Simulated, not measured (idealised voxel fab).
You're looking at the process module voxel transistor to metal.
We display cut, a cross-section 280 nm in width whose square cells are each 5 nm.
Cross-section, as written here: a square-cell grid given band by band from the top down, where a band holds one or more rows of cells. What a band's entry tells you: where the top is and where the bottom is, as heights in nm, and after that what lies inside, material by material from left to right, each with its width in nm. Empty space is written as the word "empty", and a single material marked with the word "throughout" occupies the band from edge to edge. Beneath 0, the wafer as received is one material, and that level is where height counting begins. The lowest band goes on downward without a bottom; it is written like "0 nm and below". Width "30..40": first value at the band's top row of cells, second value at its bottom row, equal change from row to row. Any step labelled "stayed the same" changed none of the cells in the cross-section. "Enclosed void catalog" specifies each empty space that is not open to the top and that occupies no fewer than 8 cells, using the form width x height at distance, the distance measured from the left edge and all three quantities in nm. On each step's line, the part that comes after the settings is the simulator's own comment on the step. The "overlay nm" setting may appear on a step's line; for a step that uses a mask, it gives how far to the right of its planned position the mask lay, and a negative value indicates the left.
Plan:
1,RECEIVE (material Si)
2,OXIDIZE (depth nm 5)
3,CONFORMAL_DEP (material SiN; thk nm 10)
4,PATTERN (tone cover; mask id ACTIVE; material resist; width nm 105; pitch nm 125; thk nm 15; overlay nm 0)
5,DIRECTIONAL_ETCH (etch materials SiN; depth nm 10)
6,DIRECTIONAL_ETCH (etch materials SiO2; depth nm 5)
7,DIRECTIONAL_ETCH (etch materials Si; depth nm 30)
8,STRIP (etch materials resist)
9,OXIDIZE (depth nm 5)
10,FILL_DEP (material SiO2; thk nm 15)
11,CMP (height nm 10)
12,SELECTIVE_ETCH (etch materials SiO2; depth nm 5)
13,STRIP (etch materials SiN)
14,SELECTIVE_ETCH (etch materials SiO2; depth nm 5)
15,OXIDIZE (depth nm 5)
16,DIRECTIONAL_DEP (material polySi; thk nm 20)
17,DIRECTIONAL_DEP (material SiCN; thk nm 15)
18,DIRECTIONAL_DEP (material aC; thk nm 15)
19,PATTERN (tone cover; mask id GATE; material resist; width nm 15; pitch nm 125; thk nm 30; overlay nm 0)
20,DIRECTIONAL_ETCH (etch materials aC; depth nm 15)
21,STRIP (etch materials resist)
22,DIRECTIONAL_ETCH (etch materials SiCN; depth nm 25)
23,DIRECTIONAL_ETCH (etch materials polySi; depth nm 30)
24,STRIP (etch materials aC)
25,CONFORMAL_DEP (material SiO2; thk nm 5)
26,DIRECTIONAL_ETCH (etch materials SiO2; depth nm 5)
27,CONFORMAL_DEP (material SiN; thk nm 5)
28,DIRECTIONAL_ETCH (etch materials SiN; depth nm 5)
29,DIRECTIONAL_ETCH (etch materials SiO2; depth nm 5)
30,DIRECTIONAL_ETCH (etch materials Si; depth nm 10)
31,EPI (material pSi; thk nm 15)
32,FILL_DEP (material SiO2; thk nm 5)
33,CMP (height nm 30)
34,DIRECTIONAL_DEP (material SiO2; thk nm 10)
35,MASKED_ETCH (tone open; mask id CONTACT; width nm 35; etch materials SiO2; depth nm 45; overlay nm 0)
36,CONFORMAL_DEP (material TiN; thk nm 5)
37,FILL_DEP (material Ru; thk nm 10)
38,CMP (height nm 40)
39,DIRECTIONAL_DEP (material TiN; thk nm 5)
40,DIRECTIONAL_DEP (material W; thk nm 20)
41,MASKED_ETCH (tone cover; mask id METAL_1; width nm 20; etch materials W; depth nm 20; overlay nm 0)
42,MASKED_ETCH (tone cover; mask id METAL_1; width nm 20; etch materials TiN; depth nm 5; overlay nm 0)
43,FILL_DEP (material lowk; thk nm 5)
44,CMP (height nm 65)
45,CONFORMAL_DEP (material SiN; thk nm 5)
Incoming wafer, cross-sectional view, post step 1:
0 nm and below  Si throughout
Enclosed void catalog: none
First of two wafers: cross-section at end of module, run per plan:
70 nm to 65 nm  SiN throughout
65 nm to 45 nm  lowk 30; W 20; lowk 55; W 20; lowk 30; W 20; lowk 55; W 20; lowk 30
45 nm to 40 nm  lowk 30; TiN 20; lowk 55; TiN 20; lowk 30; TiN 20; lowk 55; TiN 20; lowk 30
40 nm to 30 nm  SiO2 30; TiN 5; Ru 25..20; TiN 5..10; SiO2 25; TiN 5..10; Ru 25..20; TiN 5; SiO2 30; TiN 5; Ru 25..20; TiN 5..10; SiO2 25; TiN 5..10; Ru 25..20; TiN 5; SiO2 30
30 nm to 15 nm  SiO2 30; TiN 5; Ru 20; TiN 5; SiN 5; SiO2 5; SiCN 15; SiO2 5; SiN 5; TiN 5; Ru 20; TiN 5; SiO2 30; TiN 5; Ru 20; TiN 5; SiN 5; SiO2 5; SiCN 15; SiO2 5; SiN 5; TiN 5; Ru 20; TiN 5; SiO2 30
15 nm to 5 nm  SiO2 30; TiN 5; Ru 20..5; TiN 5..20; SiN 5; SiO2 5; polySi 15; SiO2 5; SiN 5; TiN 5..20; Ru 20..5; TiN 5; SiO2 30; TiN 5; Ru 20..5; TiN 5..20; SiN 5; SiO2 5; polySi 15; SiO2 5; SiN 5; TiN 5..20; Ru 20..5; TiN 5; SiO2 30
5 nm to 0 nm  SiO2 30; TiN 5; Ru 5; TiN 5; pSi 15; SiN 5; SiO2 5; polySi 15; SiO2 5; SiN 5; pSi 15; TiN 5; Ru 5; TiN 5; SiO2 30; TiN 5; Ru 5; TiN 5; pSi 15; SiN 5; SiO2 5; polySi 15; SiO2 5; SiN 5; pSi 15; TiN 5; Ru 5; TiN 5; SiO2 30
0 nm to -5 nm  SiO2 25; SiN 5; TiN 15; pSi 15; SiN 5; SiO2 5; polySi 15; SiO2 5; SiN 5; pSi 15; TiN 15; SiN 5; SiO2 20; SiN 5; TiN 15; pSi 15; SiN 5; SiO2 5; polySi 15; SiO2 5; SiN 5; pSi 15; TiN 15; SiN 5; SiO2 25
-5 nm to -10 nm  SiO2 30; pSi 30; SiO2 35; pSi 30; SiO2 30; pSi 30; SiO2 35; pSi 30; SiO2 30
-10 nm to -20 nm  SiO2 30; pSi 30; Si 35; pSi 30; SiO2 30; pSi 30; Si 35; pSi 30; SiO2 30
-20 nm to -40 nm  SiO2 30; Si 95; SiO2 30; Si 95; SiO2 30
-40 nm and below  Si throughout
Enclosed void catalog: none
Cross-section of the latter of the two wafers at module completion. It had an identical start and an identical plan to the former; in running it, one mistake was made:
70 nm to 65 nm  SiN throughout
65 nm to 45 nm  lowk 30; W 20; lowk 55; W 20; lowk 30; W 20; lowk 55; W 20; lowk 30
45 nm to 40 nm  lowk 30; TiN 20; lowk 55; TiN 20; lowk 30; TiN 20; lowk 55; TiN 20; lowk 30
40 nm to 30 nm  SiO2 30; TiN 5; Ru 25..20; TiN 5..10; SiO2 25; TiN 5..10; Ru 25..20; TiN 5; SiO2 30; TiN 5; Ru 25..20; TiN 5..10; SiO2 25; TiN 5..10; Ru 25..20; TiN 5; SiO2 30
30 nm to 15 nm  SiO2 30; TiN 5; Ru 20; TiN 5; lowk 5; SiO2 5; SiCN 15; SiO2 5; lowk 5; TiN 5; Ru 20; TiN 5; SiO2 30; TiN 5; Ru 20; TiN 5; lowk 5; SiO2 5; SiCN 15; SiO2 5; lowk 5; TiN 5; Ru 20; TiN 5; SiO2 30
15 nm to 5 nm  SiO2 30; TiN 5; Ru 20; TiN 5; lowk 5; SiO2 5; polySi 15; SiO2 5; lowk 5; TiN 5; Ru 20; TiN 5; SiO2 30; TiN 5; Ru 20; TiN 5; lowk 5; SiO2 5; polySi 15; SiO2 5; lowk 5; TiN 5; Ru 20; TiN 5; SiO2 30
5 nm to 0 nm  lowk 30; TiN 30; lowk 5; SiO2 5; polySi 15; SiO2 5; lowk 5; TiN 30; lowk 30; TiN 30; lowk 5; SiO2 5; polySi 15; SiO2 5; lowk 5; TiN 30; lowk 30
0 nm to -5 nm  SiO2 25; lowk 40; SiO2 5; polySi 15; SiO2 5; lowk 40; SiO2 20; lowk 40; SiO2 5; polySi 15; SiO2 5; lowk 40; SiO2 25
-5 nm to -10 nm  SiO2 throughout
-10 nm to -40 nm  SiO2 30; Si 95; SiO2 30; Si 95; SiO2 30
-40 nm and below  Si throughout
Enclosed void catalog: none
It is concluded that the wafer was processed incorrectly with respect to the plan, in that planned and actual differ for step 27; actual: CONFORMAL_DEP (material lowk; thk nm 5)
Final cells, second wafer relative to first, materials higher or lower: Ru: 8 more, Si: 48 more, SiN: 32 fewer, SiO2: 6 more, TiN: 8 fewer, lowk: 74 more, pSi: 96 fewer
